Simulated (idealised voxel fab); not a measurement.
Herein follows the process module entitled voxel ribs on slabs.
In the cross-section labelled cut, the width is 180 nm and each square cell is 5 nm.
Cross-sections here: square-cell grids, written as top-down lists of bands, a band being one or more rows of cells.
Band entry format. Leading values: height of top, height of bottom, nm. Remainder: materials in left-to-right order, each with its width in nm. Special words: "everywhere" on a single material, which then fills the band edge to edge; "air", empty space.
Heights are measured from 0, the level below which the as-received wafer is all one material; the lowest band has no bottom and continues downward, written as in "0 nm and below".
You'd read "30 to 40" like this: the band's top row of cells is as wide as the first number, its bottom row is as wide as the second, and going down, every row changes width by the same amount as the row before did.
For the purposes of this document, the phrase "remained the same" attached to a step denotes that no cell within the cross-section was modified by that step.
In "Closed empty spaces" the enclosed voids are listed, meaning empty spaces of 8 cells or larger without any opening to the top. The form is width x height at distance, distance from the left edge, units nm.
On each step's line, the part that comes after the settings is the simulator's own comment on the step.
overlay nm: on a step with a mask, how far right of its planned place the mask lay; negative means left.

### Steps in the process plan
1 RECEIVE, material Si
2 DIRECTIONAL_DEP, material SiO2, thk nm 25
3 DIRECTIONAL_DEP, material polySi, thk nm 15
4 DIRECTIONAL_DEP, material aC, thk nm 10
5 PATTERN, tone cover, mask id RIB, material resist, width nm 20, thk nm 30, overlay nm 0
6 DIRECTIONAL_ETCH, etch materials aC, depth nm 10
7 STRIP, etch materials resist
8 DIRECTIONAL_ETCH, etch materials polySi, depth nm 10
9 STRIP, etch materials aC
10 PATTERN, tone cover, mask id SLAB, material resist, width nm 70, thk nm 15, overlay nm 0
11 DIRECTIONAL_ETCH, etch materials polySi, depth nm 5
12 STRIP, etch materials resist
13 FILL_DEP, material SiO2, thk nm 25
14 CMP, height nm 55
15 DIRECTIONAL_DEP, material TiN, thk nm 10
16 PATTERN, tone cover, mask id HEATER, material resist, width nm 30, thk nm 15, overlay nm 0
17 DIRECTIONAL_ETCH, etch materials TiN, depth nm 10
18 STRIP, etch materials resist
19 CONFORMAL_DEP, material SiN, thk nm 5

### First wafer, two in total, run as planned

### Delivered wafer in cross-section: state after step 1
0 nm and below | Si everywhere
Closed empty spaces: none

### Cross-section of the wafer subsequent to step 2
25 nm to 0 nm | SiO2 everywhere
Anything lower than 0 is untouched.

### Cross-section of the wafer subsequent to step 3
40 nm to 25 nm | polySi everywhere
Anything lower than 25 is untouched.

### Cross-section of the wafer subsequent to step 4
50 nm to 40 nm | aC everywhere
Anything lower than 40 is untouched.

### Cross-section of the wafer subsequent to step 5
80 nm to 50 nm | air 80 nm / resist 20 nm / air 80 nm
Anything lower than 50 is untouched.

### Cross-section of the wafer subsequent to step 6
70 nm to 50 nm | air 80 nm / resist 20 nm / air 80 nm
50 nm to 40 nm | air 80 nm / aC 20 nm / air 80 nm
Anything lower than 40 is untouched.

### Cross-section of the wafer subsequent to step 7
50 nm to 40 nm | air 80 nm / aC 20 nm / air 80 nm
Anything lower than 40 is untouched.

### Cross-section of the wafer subsequent to step 8
50 nm to 40 nm | air 80 nm / aC 20 nm / air 80 nm
40 nm to 30 nm | air 80 nm / polySi 20 nm / air 80 nm
Anything lower than 30 is untouched.

### Cross-section of the wafer subsequent to step 9
40 nm to 30 nm | air 80 nm / polySi 20 nm / air 80 nm
Anything lower than 30 is untouched.

### Cross-section of the wafer subsequent to step 10
55 nm to 40 nm | air 55 nm / resist 70 nm / air 55 nm
40 nm to 30 nm | air 55 nm / resist 25 nm / polySi 20 nm / resist 25 nm / air 55 nm
Anything lower than 30 is untouched.

### Cross-section of the wafer subsequent to step 11
55 nm to 40 nm | air 55 nm / resist 70 nm / air 55 nm
40 nm to 30 nm | air 55 nm / resist 25 nm / polySi 20 nm / resist 25 nm / air 55 nm
30 nm to 25 nm | air 55 nm / polySi 70 nm / air 55 nm
Anything lower than 25 is untouched.

### Cross-section of the wafer subsequent to step 12
40 nm to 30 nm | air 80 nm / polySi 20 nm / air 80 nm
Anything lower than 30 is untouched.

### Cross-section of the wafer subsequent to step 13
65 nm to 40 nm | SiO2 everywhere
40 nm to 30 nm | SiO2 80 nm / polySi 20 nm / SiO2 80 nm
30 nm to 25 nm | SiO2 55 nm / polySi 70 nm / SiO2 55 nm
Anything lower than 25 is untouched.

### Cross-section of the wafer subsequent to step 14
55 nm to 40 nm | SiO2 everywhere
Anything lower than 40 is untouched.

### Cross-section of the wafer subsequent to step 15
65 nm to 55 nm | TiN everywhere
Anything lower than 55 is untouched.

### Cross-section of the wafer subsequent to step 16
80 nm to 65 nm | air 75 nm / resist 30 nm / air 75 nm
Anything lower than 65 is untouched.

### Cross-section of the wafer subsequent to step 17
80 nm to 65 nm | air 75 nm / resist 30 nm / air 75 nm
65 nm to 55 nm | air 75 nm / TiN 30 nm / air 75 nm
Anything lower than 55 is untouched.

### Cross-section of the wafer subsequent to step 18
65 nm to 55 nm | air 75 nm / TiN 30 nm / air 75 nm
Anything lower than 55 is untouched.

### Cross-section of the wafer subsequent to step 19
70 nm to 65 nm | air 70 nm / SiN 40 nm / air 70 nm
65 nm to 60 nm | air 70 nm / SiN 5 nm / TiN 30 nm / SiN 5 nm / air 70 nm
60 nm to 55 nm | SiN 75 nm / TiN 30 nm / SiN 75 nm
Anything lower than 55 is untouched.

### Now the other wafer: same start, same recipe, but we messed up one thing when running it. Up to and including step 2 it's the same as the first one

### Second wafer at the planned finish of step 3, seen in cross-section
40 nm to 25 nm | TiN everywhere
Anything lower than 25 is untouched.

### Second wafer at the planned finish of step 4, seen in cross-section
50 nm to 40 nm | aC everywhere
Anything lower than 40 is untouched.

### Second wafer at the planned finish of step 5, seen in cross-section
80 nm to 50 nm | air 80 nm / resist 20 nm / air 80 nm
Anything lower than 50 is untouched.

### Second wafer at the planned finish of step 6, seen in cross-section
70 nm to 50 nm | air 80 nm / resist 20 nm / air 80 nm
50 nm to 40 nm | air 80 nm / aC 20 nm / air 80 nm
Anything lower than 40 is untouched.

### Second wafer at the planned finish of step 7, seen in cross-section
50 nm to 40 nm | air 80 nm / aC 20 nm / air 80 nm
Anything lower than 40 is untouched.

Second wafer at the planned finish of step 8, seen in cross-section: remained the same

### Second wafer at the planned finish of step 9, seen in cross-section
40 nm to 25 nm | TiN everywhere
Anything lower than 25 is untouched.

### Second wafer at the planned finish of step 10, seen in cross-section
55 nm to 40 nm | air 55 nm / resist 70 nm / air 55 nm
Anything lower than 40 is untouched.

Second wafer at the planned finish of step 11, seen in cross-section: remained the same

### Second wafer at the planned finish of step 12, seen in cross-section
40 nm to 25 nm | TiN everywhere
Anything lower than 25 is untouched.

### Second wafer at the planned finish of step 13, seen in cross-section
65 nm to 40 nm | SiO2 everywhere
Anything lower than 40 is untouched.

### Second wafer at the planned finish of step 14, seen in cross-section
55 nm to 40 nm | SiO2 everywhere
Anything lower than 40 is untouched.

### Second wafer at the planned finish of step 15, seen in cross-section
65 nm to 55 nm | TiN everywhere
Anything lower than 55 is untouched.

### Second wafer at the planned finish of step 16, seen in cross-section
80 nm to 65 nm | air 75 nm / resist 30 nm / air 75 nm
Anything lower than 65 is untouched.

### Second wafer at the planned finish of step 17, seen in cross-section
80 nm to 65 nm | air 75 nm / resist 30 nm / air 75 nm
65 nm to 55 nm | air 75 nm / TiN 30 nm / air 75 nm
Anything lower than 55 is untouched.

### Second wafer at the planned finish of step 18, seen in cross-section
65 nm to 55 nm | air 75 nm / TiN 30 nm / air 75 nm
Anything lower than 55 is untouched.

### Second wafer at the planned finish of step 19, seen in cross-section
70 nm to 65 nm | air 70 nm / SiN 40 nm / air 70 nm
65 nm to 60 nm | air 70 nm / SiN 5 nm / TiN 30 nm / SiN 5 nm / air 70 nm
60 nm to 55 nm | SiN 75 nm / TiN 30 nm / SiN 75 nm
Anything lower than 55 is untouched.
Against the plan, the run slipped here: step 3 was processed under conditions differing from the plan, specifically as DIRECTIONAL_DEP, material TiN, thk nm 15
Final cells, second wafer relative to first, materials higher or lower: 86 fewer of SiO2, 108 more of TiN, 22 fewer of polySi
